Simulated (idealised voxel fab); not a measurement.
process module | voxel self aligned vias
Displayed cross-section: cut, width of 235 nm, square cells sized 5 nm.
How to read a cross-section here: the picture is a grid of square cells, written as bands going from the top down, and any band can span one or more rows of cells. This entry defines a band. It first specifies the height of the band's top and the height of its bottom in nm, and then specifies the band's materials from left to right, stating each material with its width in nm. The word "everywhere" identifies a single material that fills the band from edge to edge, while the word "empty" identifies empty space. Height is counted from the level 0, under which the received wafer is composed throughout of one material. The lowest of the bands is not closed at the bottom but continues downward, in the notation "z 0 and below". Width "30..40": first value at the band's top row of cells, second value at its bottom row, equal change from row to row. "nothing changed" (step): cross-section cells unchanged, all of them. "Closed void list" means: voids of 8 cells or more that are shut off from the top with no open way through. Written width x height at distance, distance from the left edge, in nm. Whatever follows a step's settings on its line is a remark the simulator itself makes about that step. overlay nm: where the mask lay relative to plan, measured to the right, on steps with a mask; negatives go left.

Steps in the process plan:
1 RECEIVE: material Si
2 CONFORMAL_DEP: material SiO2, thk nm 15
3 CONFORMAL_DEP: material SiCN, thk nm 5
4 DIRECTIONAL_DEP: material SiO2, thk nm 30
5 MASKED_ETCH: tone open, mask id LINES, width nm 25, pitch nm 60, etch materials SiO2, depth nm 30, overlay nm 0
6 CONFORMAL_DEP: material TiN, thk nm 5
7 FILL_DEP: material W, thk nm 10
8 CMP: height nm 50
9 SELECTIVE_ETCH: etch materials W Ru TiN, depth nm 5
10 FILL_DEP: material SiN, thk nm 5
11 CMP: height nm 50
12 DIRECTIONAL_DEP: material SiO2, thk nm 15
13 MASKED_ETCH: tone open, mask id VIAS, width nm 35, pitch nm 60, etch materials SiO2, depth nm 15, overlay nm 0
14 MASKED_ETCH: tone open, mask id VIAS, width nm 35, pitch nm 60, etch materials SiN, depth nm 5, overlay nm 0
15 CONFORMAL_DEP: material TiN, thk nm 5
16 FILL_DEP: material Cu, thk nm 5
17 CMP: height nm 65
18 CONFORMAL_DEP: material SiCN, thk nm 5

First of two wafers - as planned:

Cross-section of the wafer at receipt, which is the condition after step 1:
z 0 and below: Si everywhere
Closed void list: none

Cross-section through the wafer, step 2 finished:
z 15 to 0: SiO2 everywhere
For the remainder of the cross-section, below 0, there is no change.

Cross-section through the wafer, step 3 finished:
z 20 to 15: SiCN everywhere
For the remainder of the cross-section, below 15, there is no change.

Cross-section through the wafer, step 4 finished:
z 50 to 20: SiO2 everywhere
For the remainder of the cross-section, below 20, there is no change.

Cross-section through the wafer, step 5 finished:
z 50 to 20: 75 of SiO2 / 25 of empty / 35 of SiO2 / 25 of empty / 75 of SiO2
For the remainder of the cross-section, below 20, there is no change.

Cross-section through the wafer, step 6 finished:
z 55 to 50: 80 of TiN / 15 of empty / 45 of TiN / 15 of empty / 80 of TiN
z 50 to 25: 75 of SiO2 / 5 of TiN / 15 of empty / 5 of TiN / 35 of SiO2 / 5 of TiN / 15 of empty / 5 of TiN / 75 of SiO2
z 25 to 20: 75 of SiO2 / 25 of TiN / 35 of SiO2 / 25 of TiN / 75 of SiO2
For the remainder of the cross-section, below 20, there is no change.

Cross-section through the wafer, step 7 finished:
z 65 to 55: W everywhere
z 55 to 50: 80 of TiN / 15 of W / 45 of TiN / 15 of W / 80 of TiN
z 50 to 25: 75 of SiO2 / 5 of TiN / 15 of W / 5 of TiN / 35 of SiO2 / 5 of TiN / 15 of W / 5 of TiN / 75 of SiO2
For the remainder of the cross-section, below 25, there is no change.

Cross-section through the wafer, step 8 finished:
z 50 to 25: 75 of SiO2 / 5 of TiN / 15 of W / 5 of TiN / 35 of SiO2 / 5 of TiN / 15 of W / 5 of TiN / 75 of SiO2
For the remainder of the cross-section, below 25, there is no change.

Cross-section through the wafer, step 9 finished:
z 50 to 45: 75 of SiO2 / 25 of empty / 35 of SiO2 / 25 of empty / 75 of SiO2
For the remainder of the cross-section, below 45, there is no change.

Cross-section through the wafer, step 10 finished:
z 55 to 50: SiN everywhere
z 50 to 45: 75 of SiO2 / 25 of SiN / 35 of SiO2 / 25 of SiN / 75 of SiO2
For the remainder of the cross-section, below 45, there is no change.

Cross-section through the wafer, step 11 finished:
z 50 to 45: 75 of SiO2 / 25 of SiN / 35 of SiO2 / 25 of SiN / 75 of SiO2
For the remainder of the cross-section, below 45, there is no change.

Cross-section through the wafer, step 12 finished:
z 65 to 50: SiO2 everywhere
For the remainder of the cross-section, below 50, there is no change.

Cross-section through the wafer, step 13 finished:
z 65 to 50: 70 of SiO2 / 35 of empty / 25 of SiO2 / 35 of empty / 70 of SiO2
For the remainder of the cross-section, below 50, there is no change.

Cross-section through the wafer, step 14 finished:
z 65 to 50: 70 of SiO2 / 35 of empty / 25 of SiO2 / 35 of empty / 70 of SiO2
z 50 to 45: 75 of SiO2 / 25 of empty / 35 of SiO2 / 25 of empty / 75 of SiO2
For the remainder of the cross-section, below 45, there is no change.

Cross-section through the wafer, step 15 finished:
z 70 to 65: 75 of TiN / 25 of empty / 35 of TiN / 25 of empty / 75 of TiN
z 65 to 55: 70 of SiO2 / 5 of TiN / 25 of empty / 5 of TiN / 25 of SiO2 / 5 of TiN / 25 of empty / 5 of TiN / 70 of SiO2
z 55 to 50: 70 of SiO2 / 10 of TiN / 15 of empty / 10 of TiN / 25 of SiO2 / 10 of TiN / 15 of empty / 10 of TiN / 70 of SiO2
z 50 to 45: 75 of SiO2 / 25 of TiN / 35 of SiO2 / 25 of TiN / 75 of SiO2
For the remainder of the cross-section, below 45, there is no change.

Cross-section through the wafer, step 16 finished:
z 75 to 70: Cu everywhere
z 70 to 65: 75 of TiN / 25 of Cu / 35 of TiN / 25 of Cu / 75 of TiN
z 65 to 55: 70 of SiO2 / 5 of TiN / 25 of Cu / 5 of TiN / 25 of SiO2 / 5 of TiN / 25 of Cu / 5 of TiN / 70 of SiO2
z 55 to 50: 70 of SiO2 / 10 of TiN / 15 of Cu / 10 of TiN / 25 of SiO2 / 10 of TiN / 15 of Cu / 10 of TiN / 70 of SiO2
For the remainder of the cross-section, below 50, there is no change.

Cross-section through the wafer, step 17 finished:
z 65 to 55: 70 of SiO2 / 5 of TiN / 25 of Cu / 5 of TiN / 25 of SiO2 / 5 of TiN / 25 of Cu / 5 of TiN / 70 of SiO2
For the remainder of the cross-section, below 55, there is no change.

Cross-section through the wafer, step 18 finished:
z 70 to 65: SiCN everywhere
For the remainder of the cross-section, below 65, there is no change.

Second wafer: like start, like plan, one mistake. Through step 12 it matches the first wafer:

Cross-sectional representation of the second wafer at the time designated in the plan for the completion of step 13:
z 65 to 50: 70 of SiO2 / 40 of empty / 20 of SiO2 / 40 of empty / 65 of SiO2
For the remainder of the cross-section, below 50, there is no change.

Cross-sectional representation of the second wafer at the time designated in the plan for the completion of step 14:
z 65 to 50: 70 of SiO2 / 40 of empty / 20 of SiO2 / 40 of empty / 65 of SiO2
z 50 to 45: 75 of SiO2 / 25 of empty / 35 of SiO2 / 25 of empty / 75 of SiO2
For the remainder of the cross-section, below 45, there is no change.

Cross-sectional representation of the second wafer at the time designated in the plan for the completion of step 15:
z 70 to 65: 75 of TiN / 30 of empty / 30 of TiN / 30 of empty / 70 of TiN
z 65 to 55: 70 of SiO2 / 5 of TiN / 30 of empty / 5 of TiN / 20 of SiO2 / 5 of TiN / 30 of empty / 5 of TiN / 65 of SiO2
z 55 to 50: 70 of SiO2 / 10 of TiN / 15 of empty / 15 of TiN / 20 of SiO2 / 10 of TiN / 15 of empty / 15 of TiN / 65 of SiO2
z 50 to 45: 75 of SiO2 / 25 of TiN / 35 of SiO2 / 25 of TiN / 75 of SiO2
For the remainder of the cross-section, below 45, there is no change.

Cross-sectional representation of the second wafer at the time designated in the plan for the completion of step 16:
z 75 to 70: Cu everywhere
z 70 to 65: 75 of TiN / 30 of Cu / 30 of TiN / 30 of Cu / 70 of TiN
z 65 to 55: 70 of SiO2 / 5 of TiN / 30 of Cu / 5 of TiN / 20 of SiO2 / 5 of TiN / 30 of Cu / 5 of TiN / 65 of SiO2
z 55 to 50: 70 of SiO2 / 10 of TiN / 15 of Cu / 15 of TiN / 20 of SiO2 / 10 of TiN / 15 of Cu / 15 of TiN / 65 of SiO2
For the remainder of the cross-section, below 50, there is no change.

Cross-sectional representation of the second wafer at the time designated in the plan for the completion of step 17:
z 65 to 55: 70 of SiO2 / 5 of TiN / 30 of Cu / 5 of TiN / 20 of SiO2 / 5 of TiN / 30 of Cu / 5 of TiN / 65 of SiO2
For the remainder of the cross-section, below 55, there is no change.

Cross-sectional representation of the second wafer at the time designated in the plan for the completion of step 18:
z 70 to 65: SiCN everywhere
For the remainder of the cross-section, below 65, there is no change.
Diagnosis: step 13, actual vs plan mismatch, actual run MASKED_ETCH: tone open, mask id VIAS, width nm 40, pitch nm 60, etch materials SiO2, depth nm 15, overlay nm 0
Final tally in cells, some materials are higher or lower on the second wafer than on the first: 4 more of Cu, 6 fewer of SiO2, 2 more of TiN
